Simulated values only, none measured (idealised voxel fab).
Proc. module: voxel air gaps
Shown is cross-section cut, with a width of 215 nm and square cells of size 5 nm.
In what follows, cross-sections appear as grids of square cells, described through bands that run from the top down, where every band is one or more rows of cells.
Quick guide to a band line: top height, bottom height (nm) up front; then every material left to right with its width in nm. Only one material and it's marked "everywhere"? Then it fills the band edge to edge. And "empty" just means empty space.
Height datum 0, below which the as-received substrate wafer is one material. Lowest band open at the bottom, running downward: "0 -> down".
A two-number width, for instance "30->40", indicates that the width is equal to the first number in the top row of the band and to the second number in the bottom row, and that it changes by a constant amount per row of cells.
You'll sometimes find "no alterations made" written for a step, and that's the way of saying that nowhere in the cross-section did a cell change during that step.
Reported under the label "Sealed voids" are the empty spaces having no open way to the top and comprising 8 cells or more; the notation for each is width x height at distance, in which the distance is measured from the left edge and all three values are in nm.
after a step's settings: what the simulator itself notes on the step
Regarding "overlay nm": on a step with a mask, it is the distance the mask lay to the right of its planned place; a negative value places it to the left.
Steps planned for the process:
1 RECEIVE (material Si)
2 CONFORMAL_DEP (material SiO2; thk nm 10)
3 CONFORMAL_DEP (material SiN; thk nm 5)
4 DIRECTIONAL_DEP (material SiO2; thk nm 40)
5 DIRECTIONAL_DEP (material aC; thk nm 10)
6 PATTERN (tone open; mask id LINES; material resist; width nm 20; pitch nm 45; thk nm 25; overlay nm 0)
7 DIRECTIONAL_ETCH (etch materials aC; depth nm 10)
8 STRIP (etch materials resist)
9 DIRECTIONAL_ETCH (etch materials SiO2; depth nm 40)
10 STRIP (etch materials aC)
11 CONFORMAL_DEP (material TiN; thk nm 5)
12 FILL_DEP (material Ru; thk nm 5)
13 CMP (height nm 55)
14 EPI (material Ru; thk nm 10)
15 SELECTIVE_ETCH (etch materials SiO2; depth nm 50)
16 CONFORMAL_DEP (material SiN; thk nm 5)
The first of the two wafers, which ran as planned:
Step 1 complete: cross-section of the wafer as received:
  0 -> down: Si everywhere
  Sealed voids: none
Cross-section through the wafer, step 2 finished:
  10 -> 0: SiO2 everywhere
  At heights below 0, the structure remains unaltered.
Cross-section through the wafer, step 3 finished:
  15 -> 10: SiN everywhere
  At heights below 10, the structure remains unaltered.
Cross-section through the wafer, step 4 finished:
  55 -> 15: SiO2 everywhere
  At heights below 15, the structure remains unaltered.
Cross-section through the wafer, step 5 finished:
  65 -> 55: aC everywhere
  At heights below 55, the structure remains unaltered.
Cross-section through the wafer, step 6 finished:
  90 -> 65: 30 resist, then 20 empty, then 25 resist, then 20 empty, then 25 resist, then 20 empty, then 25 resist, then 20 empty, then 30 resist
  At heights below 65, the structure remains unaltered.
Cross-section through the wafer, step 7 finished:
  80 -> 65: 30 resist, then 20 empty, then 25 resist, then 20 empty, then 25 resist, then 20 empty, then 25 resist, then 20 empty, then 30 resist
  65 -> 55: 30 aC, then 20 empty, then 25 aC, then 20 empty, then 25 aC, then 20 empty, then 25 aC, then 20 empty, then 30 aC
  At heights below 55, the structure remains unaltered.
Cross-section through the wafer, step 8 finished:
  65 -> 55: 30 aC, then 20 empty, then 25 aC, then 20 empty, then 25 aC, then 20 empty, then 25 aC, then 20 empty, then 30 aC
  At heights below 55, the structure remains unaltered.
Cross-section through the wafer, step 9 finished:
  65 -> 55: 30 aC, then 20 empty, then 25 aC, then 20 empty, then 25 aC, then 20 empty, then 25 aC, then 20 empty, then 30 aC
  55 -> 15: 30 SiO2, then 20 empty, then 25 SiO2, then 20 empty, then 25 SiO2, then 20 empty, then 25 SiO2, then 20 empty, then 30 SiO2
  At heights below 15, the structure remains unaltered.
Cross-section through the wafer, step 10 finished:
  55 -> 15: 30 SiO2, then 20 empty, then 25 SiO2, then 20 empty, then 25 SiO2, then 20 empty, then 25 SiO2, then 20 empty, then 30 SiO2
  At heights below 15, the structure remains unaltered.
Cross-section through the wafer, step 11 finished:
  60 -> 55: 35 TiN, then 10 empty, then 35 TiN, then 10 empty, then 35 TiN, then 10 empty, then 35 TiN, then 10 empty, then 35 TiN
  55 -> 20: 30 SiO2, then 5 TiN, then 10 empty, then 5 TiN, then 25 SiO2, then 5 TiN, then 10 empty, then 5 TiN, then 25 SiO2, then 5 TiN, then 10 empty, then 5 TiN, then 25 SiO2, then 5 TiN, then 10 empty, then 5 TiN, then 30 SiO2
  20 -> 15: 30 SiO2, then 20 TiN, then 25 SiO2, then 20 TiN, then 25 SiO2, then 20 TiN, then 25 SiO2, then 20 TiN, then 30 SiO2
  At heights below 15, the structure remains unaltered.
Cross-section through the wafer, step 12 finished:
  65 -> 60: Ru everywhere
  60 -> 55: 35 TiN, then 10 Ru, then 35 TiN, then 10 Ru, then 35 TiN, then 10 Ru, then 35 TiN, then 10 Ru, then 35 TiN
  55 -> 20: 30 SiO2, then 5 TiN, then 10 Ru, then 5 TiN, then 25 SiO2, then 5 TiN, then 10 Ru, then 5 TiN, then 25 SiO2, then 5 TiN, then 10 Ru, then 5 TiN, then 25 SiO2, then 5 TiN, then 10 Ru, then 5 TiN, then 30 SiO2
  At heights below 20, the structure remains unaltered.
Cross-section through the wafer, step 13 finished:
  55 -> 20: 30 SiO2, then 5 TiN, then 10 Ru, then 5 TiN, then 25 SiO2, then 5 TiN, then 10 Ru, then 5 TiN, then 25 SiO2, then 5 TiN, then 10 Ru, then 5 TiN, then 25 SiO2, then 5 TiN, then 10 Ru, then 5 TiN, then 30 SiO2
  At heights below 20, the structure remains unaltered.
Cross-section through the wafer, step 14 finished:
  65 -> 55: 20 empty, then 40 Ru, then 5 empty, then 40 Ru, then 5 empty, then 40 Ru, then 5 empty, then 40 Ru, then 20 empty
  At heights below 55, the structure remains unaltered.
Cross-section through the wafer, step 15 finished:
  65 -> 55: 20 empty, then 40 Ru, then 5 empty, then 40 Ru, then 5 empty, then 40 Ru, then 5 empty, then 40 Ru, then 20 empty
  55 -> 20: 30 empty, then 5 TiN, then 10 Ru, then 5 TiN, then 25 empty, then 5 TiN, then 10 Ru, then 5 TiN, then 25 empty, then 5 TiN, then 10 Ru, then 5 TiN, then 25 empty, then 5 TiN, then 10 Ru, then 5 TiN, then 30 empty
  20 -> 15: 30 empty, then 20 TiN, then 25 empty, then 20 TiN, then 25 empty, then 20 TiN, then 25 empty, then 20 TiN, then 30 empty
  At heights below 15, the structure remains unaltered.
Cross-section through the wafer, step 16 finished:
  70 -> 65: 15 empty, then 185 SiN, then 15 empty
  65 -> 55: 15 empty, then 5 SiN, then 40 Ru, then 5 SiN, then 40 Ru, then 5 SiN, then 40 Ru, then 5 SiN, then 40 Ru, then 5 SiN, then 15 empty
  55 -> 50: 15 empty, then 15 SiN, then 5 TiN, then 10 Ru, then 5 TiN, then 25 SiN, then 5 TiN, then 10 Ru, then 5 TiN, then 25 SiN, then 5 TiN, then 10 Ru, then 5 TiN, then 25 SiN, then 5 TiN, then 10 Ru, then 5 TiN, then 15 SiN, then 15 empty
  50 -> 20: 25 empty, then 5 SiN, then 5 TiN, then 10 Ru, then 5 TiN, then 5 SiN, then 15 empty, then 5 SiN, then 5 TiN, then 10 Ru, then 5 TiN, then 5 SiN, then 15 empty, then 5 SiN, then 5 TiN, then 10 Ru, then 5 TiN, then 5 SiN, then 15 empty, then 5 SiN, then 5 TiN, then 10 Ru, then 5 TiN, then 5 SiN, then 25 empty
  20 -> 15: 30 SiN, then 20 TiN, then 25 SiN, then 20 TiN, then 25 SiN, then 20 TiN, then 25 SiN, then 20 TiN, then 30 SiN
  At heights below 15, the structure remains unaltered.
  Sealed voids: 15 x 30 at 55; 15 x 30 at 100; 15 x 30 at 145
Second wafer: same start and same plan as the first, one execution error; identical to the first through step 5:
The second wafer in cross-section, at the planned close of step 6:
  90 -> 65: 30 resist, then 25 empty, then 20 resist, then 25 empty, then 20 resist, then 25 empty, then 20 resist, then 25 empty, then 25 resist
  At heights below 65, the structure remains unaltered.
The second wafer in cross-section, at the planned close of step 7:
  80 -> 65: 30 resist, then 25 empty, then 20 resist, then 25 empty, then 20 resist, then 25 empty, then 20 resist, then 25 empty, then 25 resist
  65 -> 55: 30 aC, then 25 empty, then 20 aC, then 25 empty, then 20 aC, then 25 empty, then 20 aC, then 25 empty, then 25 aC
  At heights below 55, the structure remains unaltered.
The second wafer in cross-section, at the planned close of step 8:
  65 -> 55: 30 aC, then 25 empty, then 20 aC, then 25 empty, then 20 aC, then 25 empty, then 20 aC, then 25 empty, then 25 aC
  At heights below 55, the structure remains unaltered.
The second wafer in cross-section, at the planned close of step 9:
  65 -> 55: 30 aC, then 25 empty, then 20 aC, then 25 empty, then 20 aC, then 25 empty, then 20 aC, then 25 empty, then 25 aC
  55 -> 15: 30 SiO2, then 25 empty, then 20 SiO2, then 25 empty, then 20 SiO2, then 25 empty, then 20 SiO2, then 25 empty, then 25 SiO2
  At heights below 15, the structure remains unaltered.
The second wafer in cross-section, at the planned close of step 10:
  55 -> 15: 30 SiO2, then 25 empty, then 20 SiO2, then 25 empty, then 20 SiO2, then 25 empty, then 20 SiO2, then 25 empty, then 25 SiO2
  At heights below 15, the structure remains unaltered.
The second wafer in cross-section, at the planned close of step 11:
  60 -> 55: 35 TiN, then 15 empty, then 30 TiN, then 15 empty, then 30 TiN, then 15 empty, then 30 TiN, then 15 empty, then 30 TiN
  55 -> 20: 30 SiO2, then 5 TiN, then 15 empty, then 5 TiN, then 20 SiO2, then 5 TiN, then 15 empty, then 5 TiN, then 20 SiO2, then 5 TiN, then 15 empty, then 5 TiN, then 20 SiO2, then 5 TiN, then 15 empty, then 5 TiN, then 25 SiO2
  20 -> 15: 30 SiO2, then 25 TiN, then 20 SiO2, then 25 TiN, then 20 SiO2, then 25 TiN, then 20 SiO2, then 25 TiN, then 25 SiO2
  At heights below 15, the structure remains unaltered.
The second wafer in cross-section, at the planned close of step 12:
  65 -> 60: Ru everywhere
  60 -> 55: 35 TiN, then 15 Ru, then 30 TiN, then 15 Ru, then 30 TiN, then 15 Ru, then 30 TiN, then 15 Ru, then 30 TiN
  55 -> 20: 30 SiO2, then 5 TiN, then 15 Ru, then 5 TiN, then 20 SiO2, then 5 TiN, then 15 Ru, then 5 TiN, then 20 SiO2, then 5 TiN, then 15 Ru, then 5 TiN, then 20 SiO2, then 5 TiN, then 15 Ru, then 5 TiN, then 25 SiO2
  At heights below 20, the structure remains unaltered.
The second wafer in cross-section, at the planned close of step 13:
  55 -> 20: 30 SiO2, then 5 TiN, then 15 Ru, then 5 TiN, then 20 SiO2, then 5 TiN, then 15 Ru, then 5 TiN, then 20 SiO2, then 5 TiN, then 15 Ru, then 5 TiN, then 20 SiO2, then 5 TiN, then 15 Ru, then 5 TiN, then 25 SiO2
  At heights below 20, the structure remains unaltered.
The second wafer in cross-section, at the planned close of step 14:
  65 -> 55: 20 empty, then 180 Ru, then 15 empty
  At heights below 55, the structure remains unaltered.
The second wafer in cross-section, at the planned close of step 15:
  65 -> 55: 20 empty, then 180 Ru, then 15 empty
  55 -> 20: 30 empty, then 5 TiN, then 15 Ru, then 5 TiN, then 20 SiO2, then 5 TiN, then 15 Ru, then 5 TiN, then 20 SiO2, then 5 TiN, then 15 Ru, then 5 TiN, then 20 SiO2, then 5 TiN, then 15 Ru, then 5 TiN, then 25 empty
  20 -> 15: 30 empty, then 25 TiN, then 20 SiO2, then 25 TiN, then 20 SiO2, then 25 TiN, then 20 SiO2, then 25 TiN, then 25 empty
  At heights below 15, the structure remains unaltered.
The second wafer in cross-section, at the planned close of step 16:
  70 -> 65: 15 empty, then 190 SiN, then 10 empty
  65 -> 55: 15 empty, then 5 SiN, then 180 Ru, then 5 SiN, then 10 empty
  55 -> 50: 15 empty, then 15 SiN, then 5 TiN, then 15 Ru, then 5 TiN, then 20 SiO2, then 5 TiN, then 15 Ru, then 5 TiN, then 20 SiO2, then 5 TiN, then 15 Ru, then 5 TiN, then 20 SiO2, then 5 TiN, then 15 Ru, then 5 TiN, then 15 SiN, then 10 empty
  50 -> 20: 25 empty, then 5 SiN, then 5 TiN, then 15 Ru, then 5 TiN, then 20 SiO2, then 5 TiN, then 15 Ru, then 5 TiN, then 20 SiO2, then 5 TiN, then 15 Ru, then 5 TiN, then 20 SiO2, then 5 TiN, then 15 Ru, then 5 TiN, then 5 SiN, then 20 empty
  20 -> 15: 30 SiN, then 25 TiN, then 20 SiO2, then 25 TiN, then 20 SiO2, then 25 TiN, then 20 SiO2, then 25 TiN, then 25 SiN
  At heights below 15, the structure remains unaltered.
Where did the run depart from the plan? contrary to plan, step 6 was performed as PATTERN (tone open; mask id LINES; material resist; width nm 25; pitch nm 45; thk nm 25; overlay nm 0)
Wrapping up, a cell-based count of both wafers puts the second over or under the first for these materials: Ru +36 | SiN -72 | SiO2 +96 | TiN +4
Final observation: first wafer, 3 closed voids; second wafer, 0 closed voids.
